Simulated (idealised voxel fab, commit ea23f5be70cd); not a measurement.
process module | voxel self aligned vias
cross-section cut | 185 nm wide | cells 5 nm
A cross-section is a grid of square cells, given in bands from the top down. A band is one or more rows of cells.
Each band's line starts with the height of the band's top and of its bottom, in nm. Then come its materials from left to right, each with its width in nm. One material with "throughout" fills the band from edge to edge. "air" is empty space.
Height 0 is the level under which the wafer as received is all one material. The lowest band goes on downwards, as in "0 down".
A width such as "30 to 40" changes by the same amount from each row of cells to the next, from the band's top row to its bottom row.
"no change" after a step means that no cell of the cross-section changed.
closed voids: empty space of 8 cells or more with no open way to the top, each as width x height at its distance from the left edge, in nm
after a step's settings: what the simulator itself notes on the step
overlay nm, on a step with a mask: how far to the right of its planned place the mask lay; to the left if negative
plan
1 op RECEIVE | material Si
2 op CONFORMAL_DEP | material SiO2 | thk nm 10
3 op CONFORMAL_DEP | material SiCN | thk nm 5
4 op DIRECTIONAL_DEP | material SiO2 | thk nm 25
5 op MASKED_ETCH | tone open | mask id LINES | width nm 25 | pitch nm 70 | etch materials SiO2 | depth nm 25 | overlay nm 0
6 op CONFORMAL_DEP | material TiN | thk nm 5
7 op FILL_DEP | material Ru | thk nm 10
8 op CMP | height nm 40
9 op SELECTIVE_ETCH | etch materials W Ru TiN | depth nm 5
10 op FILL_DEP | material SiN | thk nm 10
11 op CMP | height nm 40
12 op DIRECTIONAL_DEP | material SiO2 | thk nm 20
13 op DIRECTIONAL_DEP | material aC | thk nm 10
14 op PATTERN | tone open | mask id VIAS | material resist | width nm 45 | thk nm 30 | overlay nm 0
15 op DIRECTIONAL_ETCH | etch materials aC | depth nm 10
16 op STRIP | etch materials resist
17 op DIRECTIONAL_ETCH | etch materials SiO2 | depth nm 20
18 op DIRECTIONAL_ETCH | etch materials SiN | depth nm 5
19 op STRIP | etch materials aC
20 op CONFORMAL_DEP | material TiN | thk nm 5
21 op FILL_DEP | material Ru | thk nm 10
22 op CMP | height nm 60
23 op CONFORMAL_DEP | material SiCN | thk nm 5
as received, after step 1
  0 down: Si throughout
  closed voids: none
first wafer at the end, as planned
  65 to 60: SiCN throughout
  60 to 45: SiO2 35 | TiN 5 | Ru 35 | TiN 5 | SiO2 105
  45 to 40: SiO2 35 | TiN 15 | Ru 15 | TiN 15 | SiO2 105
  40 to 35: SiO2 45 | TiN 25 | SiO2 45 | SiN 25 | SiO2 45
  35 to 20: SiO2 45 | TiN 5 | Ru 15 | TiN 5 | SiO2 45 | TiN 5 | Ru 15 | TiN 5 | SiO2 45
  20 to 15: SiO2 45 | TiN 25 | SiO2 45 | TiN 25 | SiO2 45
  15 to 10: SiCN throughout
  10 to 0: SiO2 throughout
  0 down: Si throughout
  closed voids: none
second wafer at the end: like start, like plan, one mistake
  65 to 60: SiCN throughout
  60 to 40: SiO2 35 | TiN 5 | Ru 35 | TiN 5 | SiO2 105
  40 to 35: SiN 35 | TiN 45 | SiN 105
  35 to 30: TiN 50 | Ru 15 | TiN 55 | Ru 15 | TiN 50
  30 to 10: SiO2 45 | TiN 5 | Ru 15 | TiN 5 | SiO2 45 | TiN 5 | Ru 15 | TiN 5 | SiO2 45
  10 to 5: SiO2 45 | TiN 25 | SiO2 45 | TiN 25 | SiO2 45
  5 to 0: SiCN throughout
  0 down: Si throughout
  closed voids: none
what went wrong: step 2 was left out
at the end the second wafer has, in cells: 16 more of Ru | 23 more of SiN | 74 fewer of SiO2 | 35 more of TiN
